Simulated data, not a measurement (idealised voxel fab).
process module | voxel self aligned vias
cross-section cut | 250 nm wide | cells 5 nm
A cross-section is a grid of square cells, given in bands from the top down. A band is one or more rows of cells.
Each band's line starts with the height of the band's top and of its bottom, in nm. Then come its materials from left to right, each with its width in nm. One material with "throughout" fills the band from edge to edge. "air" is empty space.
Height 0 is the level under which the wafer as received is all one material. The lowest band goes on downwards, as in "0 down".
A width such as "30 to 40" changes by the same amount from each row of cells to the next, from the band's top row to its bottom row.
"no change" after a step means that no cell of the cross-section changed.
closed voids: empty space of 8 cells or more with no open way to the top, each as width x height at its distance from the left edge, in nm
after a step's settings: what the simulator itself notes on the step
overlay nm, on a step with a mask: how far to the right of its planned place the mask lay; to the left if negative
plan
1 op RECEIVE | material Si
2 op CONFORMAL_DEP | material SiO2 | thk nm 10
3 op CONFORMAL_DEP | material SiCN | thk nm 5
4 op DIRECTIONAL_DEP | material lowk | thk nm 30
5 op DIRECTIONAL_DEP | material aC | thk nm 10
6 op PATTERN | tone open | mask id LINES | material resist | width nm 15 | pitch nm 70 | thk nm 25 | overlay nm 0
7 op DIRECTIONAL_ETCH | etch materials aC | depth nm 10
8 op STRIP | etch materials resist
9 op DIRECTIONAL_ETCH | etch materials lowk | depth nm 30
10 op STRIP | etch materials aC
11 op CONFORMAL_DEP | material TiN | thk nm 5
12 op FILL_DEP | material Ru | thk nm 10
13 op CMP | height nm 45
14 op SELECTIVE_ETCH | etch materials W Ru TiN | depth nm 10
15 op FILL_DEP | material SiN | thk nm 10
16 op CMP | height nm 45
17 op DIRECTIONAL_DEP | material lowk | thk nm 15
18 op DIRECTIONAL_DEP | material aC | thk nm 10
19 op PATTERN | tone open | mask id VIAS | material resist | width nm 40 | pitch nm 70 | thk nm 25 | overlay nm 0
20 op DIRECTIONAL_ETCH | etch materials aC | depth nm 10
21 op STRIP | etch materials resist
22 op DIRECTIONAL_ETCH | etch materials lowk | depth nm 15
23 op DIRECTIONAL_ETCH | etch materials SiN | depth nm 10
24 op STRIP | etch materials aC
25 op CONFORMAL_DEP | material TiN | thk nm 5
26 op FILL_DEP | material Ru | thk nm 5
27 op CMP | height nm 60
28 op CONFORMAL_DEP | material SiCN | thk nm 5
varied across the wafers: width nm of step 6. The plan shows the first wafer's value. All wafers start alike
first wafer as received, after step 1
  0 down: Si throughout
  closed voids: none
each wafer at the end: cells of each material gained (+) or lost (-) since it was received, then its closed voids
width nm 15 | +34 Ru | +100 SiCN | +100 SiO2 | +50 TiN | +366 lowk | closed voids: none
width nm 20 | +44 Ru | +100 SiCN | +100 SiO2 | +52 TiN | +354 lowk | closed voids: none
width nm 25 | +54 Ru | +100 SiCN | +100 SiO2 | +54 TiN | +342 lowk | closed voids: none
width nm 30 | +64 Ru | +100 SiCN | +100 SiO2 | +56 TiN | +330 lowk | closed voids: none
width nm 35 | +74 Ru | +100 SiCN | +100 SiO2 | +58 TiN | +318 lowk | closed voids: none
